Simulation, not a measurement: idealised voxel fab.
A process module follows: voxel transistor to metal.
Cross-section cut: width 175 nm, square cells of 5 nm.
The cross-sections in this document take the form of a grid made of square cells. They are written out as bands, in order from top to bottom. Each band consists of one or more rows of cells.
In this notation a band is specified by the heights of its top and bottom, in that order and in nm, after which its materials appear from left to right, each paired with its width in nm. The word "everywhere" attached to a single material means that material fills the band from edge to edge; the word "empty" stands for empty space.
The level at which height equals 0 is the one under which the wafer, as it arrives, is entirely one material. No lower edge exists for the bottom band, which continues downward and is notated as in "0..down".
Think of "30->40" as a width that walks from the first number to the second as you go down the band, top row to bottom row, taking equal-sized steps from row to row.
"no modification" for a step: no cell of the cross-section changed in that step.
Voids not open to the top, 8 cells minimum: see "Closed voids list". Written width x height at distance; distance is from the left edge; nm.
Step line, after settings: the simulator's comment on this step.
overlay nm: where the mask lay relative to plan, measured to the right, on steps with a mask; negatives go left.
Reading guide: pairs of cross-sections, before and after one process step; after view cut off at lowest changed band; step and settings listed under each pair. Pairs may stem from different runs of this module on the same starting wafer; continuity with the pair above only where the "Before the process" entry states it.

# Before the process
* 45..30  SiO2 45, then empty 30, then SiO2 25, then empty 30, then SiO2 45
* 30..5  SiO2 45, then empty 25, then SiN 5, then SiO2 5, then polySi 15, then SiO2 5, then SiN 5, then empty 25, then SiO2 45
* 5..-5  SiO2 30, then SiN 5, then SiO2 10, then empty 25, then SiO2 35, then empty 25, then SiO2 10, then SiN 5, then SiO2 30
* -5..-10  SiO2 45, then empty 25, then SiO2 35, then empty 25, then SiO2 45
* -10..-15  pSi 30, then SiO2 115, then pSi 30
* -15..-45  Si 30, then SiO2 115, then Si 30
* -45..down  Si everywhere
* Closed voids list: none

# Resulting Structure
* 50..45  TiN 50, then empty 20, then TiN 35, then empty 20, then TiN 50
* 45..35  SiO2 45, then TiN 5, then empty 20, then TiN 5, then SiO2 25, then TiN 5, then empty 20, then TiN 5, then SiO2 45
* 35..30  SiO2 45, then TiN 5, then empty 15, then TiN 10, then SiO2 25, then TiN 10, then empty 15, then TiN 5, then SiO2 45
* 30..5  SiO2 45, then TiN 5, then empty 15, then TiN 5, then SiN 5, then SiO2 5, then polySi 15, then SiO2 5, then SiN 5, then TiN 5, then empty 15, then TiN 5, then SiO2 45
* 5..-5  SiO2 30, then SiN 5, then SiO2 10, then TiN 5, then empty 15, then TiN 5, then SiO2 35, then TiN 5, then empty 15, then TiN 5, then SiO2 10, then SiN 5, then SiO2 30
* -5..-10  SiO2 45, then TiN 25, then SiO2 35, then TiN 25, then SiO2 45
* Rest of section, below -10: as before.
* Closed voids list: none
For reference, the processing step occurring between the two cross-sections presented above is as follows: CONFORMAL_DEP [material TiN] [thk nm 5]

Before the process: we pick up right where the pair above leaves off, with its after cross-section.

# Resulting Structure
* 55..50  W everywhere
* 50..45  TiN 50, then W 20, then TiN 35, then W 20, then TiN 50
* 45..35  SiO2 45, then TiN 5, then W 20, then TiN 5, then SiO2 25, then TiN 5, then W 20, then TiN 5, then SiO2 45
* 35..30  SiO2 45, then TiN 5, then W 15, then TiN 10, then SiO2 25, then TiN 10, then W 15, then TiN 5, then SiO2 45
* 30..5  SiO2 45, then TiN 5, then W 15, then TiN 5, then SiN 5, then SiO2 5, then polySi 15, then SiO2 5, then SiN 5, then TiN 5, then W 15, then TiN 5, then SiO2 45
* 5..-5  SiO2 30, then SiN 5, then SiO2 10, then TiN 5, then W 15, then TiN 5, then SiO2 35, then TiN 5, then W 15, then TiN 5, then SiO2 10, then SiN 5, then SiO2 30
* Rest of section, below -5: as before.
* Closed voids list: none
For reference, the processing step occurring between the two cross-sections presented above is as follows: FILL_DEP [material W] [thk nm 5]

Before the process: we pick up right where the pair above leaves off, with its after cross-section.

# Resulting Structure
* 45..35  SiO2 45, then TiN 5, then W 20, then TiN 5, then SiO2 25, then TiN 5, then W 20, then TiN 5, then SiO2 45
* Rest of section, below 35: as before.
* Closed voids list: none
For reference, the processing step occurring between the two cross-sections presented above is as follows: CMP [height nm 45]

Before the process: we pick up right where the pair above leaves off, with its after cross-section.

# Resulting Structure
* 50..45  SiN everywhere
* Rest of section, below 45: as before.
* Closed voids list: none
For reference, the processing step occurring between the two cross-sections presented above is as follows: CONFORMAL_DEP [material SiN] [thk nm 5]

Before the process: we pick up right where the pair above leaves off, with its after cross-section.

# Resulting Structure
* 65..50  SiO2 everywhere
* Rest of section, below 50: as before.
* Closed voids list: none
For reference, the processing step occurring between the two cross-sections presented above is as follows: DIRECTIONAL_DEP [material SiO2] [thk nm 15]

Before the process: we pick up right where the pair above leaves off, with its after cross-section.

# Resulting Structure
* 85..65  resist 45, then empty 20, then resist 45, then empty 20, then resist 45
* Rest of section, below 65: as before.
* Closed voids list: none
For reference, the processing step occurring between the two cross-sections presented above is as follows: PATTERN [tone open] [mask id METAL_1] [material resist] [width nm 20] [pitch nm 65] [thk nm 20] [overlay nm 0]

Before the process: we pick up right where the pair above leaves off, with its after cross-section.

# Resulting Structure
* 85..65  resist 45, then empty 20, then resist 45, then empty 20, then resist 45
* 65..50  SiO2 45, then empty 20, then SiO2 45, then empty 20, then SiO2 45
* Rest of section, below 50: as before.
* Closed voids list: none
For reference, the processing step occurring between the two cross-sections presented above is as follows: DIRECTIONAL_ETCH [etch materials SiO2] [depth nm 15]

Before the process: we pick up right where the pair above leaves off, with its after cross-section.

# Resulting Structure
* 85..65  resist 45, then empty 20, then resist 45, then empty 20, then resist 45
* 65..50  SiO2 45, then empty 20, then SiO2 45, then empty 20, then SiO2 45
* 50..45  SiN 45, then empty 20, then SiN 45, then empty 20, then SiN 45
* Rest of section, below 45: as before.
* Closed voids list: none
For reference, the processing step occurring between the two cross-sections presented above is as follows: DIRECTIONAL_ETCH [etch materials SiN] [depth nm 5]

Before the process: we pick up right where the pair above leaves off, with its after cross-section.

# Resulting Structure
* 65..50  SiO2 45, then empty 20, then SiO2 45, then empty 20, then SiO2 45
* Rest of section, below 50: as before.
* Closed voids list: none
For reference, the processing step occurring between the two cross-sections presented above is as follows: STRIP [etch materials resist]

Before the process: we pick up right where the pair above leaves off, with its after cross-section.

# Resulting Structure
* 70..65  TiN 50, then empty 10, then TiN 55, then empty 10, then TiN 50
* 65..50  SiO2 45, then TiN 5, then empty 10, then TiN 5, then SiO2 45, then TiN 5, then empty 10, then TiN 5, then SiO2 45
* 50..45  SiN 45, then TiN 20, then SiN 45, then TiN 20, then SiN 45
* Rest of section, below 45: as before.
* Closed voids list: none
For reference, the processing step occurring between the two cross-sections presented above is as follows: CONFORMAL_DEP [material TiN] [thk nm 5]

Before the process: we pick up right where the pair above leaves off, with its after cross-section.

# Resulting Structure
* 75..70  Ru everywhere
* 70..65  TiN 50, then Ru 10, then TiN 55, then Ru 10, then TiN 50
* 65..50  SiO2 45, then TiN 5, then Ru 10, then TiN 5, then SiO2 45, then TiN 5, then Ru 10, then TiN 5, then SiO2 45
* Rest of section, below 50: as before.
* Closed voids list: none
For reference, the processing step occurring between the two cross-sections presented above is as follows: FILL_DEP [material Ru] [thk nm 5]

Before the process: we pick up right where the pair above leaves off, with its after cross-section.

# Resulting Structure
* 65..50  SiO2 45, then TiN 5, then Ru 10, then TiN 5, then SiO2 45, then TiN 5, then Ru 10, then TiN 5, then SiO2 45
* Rest of section, below 50: as before.
* Closed voids list: none
For reference, the processing step occurring between the two cross-sections presented above is as follows: CMP [height nm 65]

Before the process: we pick up right where the pair above leaves off, with its after cross-section.

# Resulting Structure
* 70..65  empty 40, then Ru 30, then empty 35, then Ru 30, then empty 40
* Rest of section, below 65: as before.
* Closed voids list: none
For reference, the processing step occurring between the two cross-sections presented above is as follows: EPI [material Ru] [thk nm 5]

Before the process: we pick up right where the pair above leaves off, with its after cross-section.

# Resulting Structure
* 75..70  SiCN everywhere
* 70..65  SiCN 40, then Ru 30, then SiCN 35, then Ru 30, then SiCN 40
* Rest of section, below 65: as before.
* Closed voids list: none
For reference, the processing step occurring between the two cross-sections presented above is as follows: FILL_DEP [material SiCN] [thk nm 5]
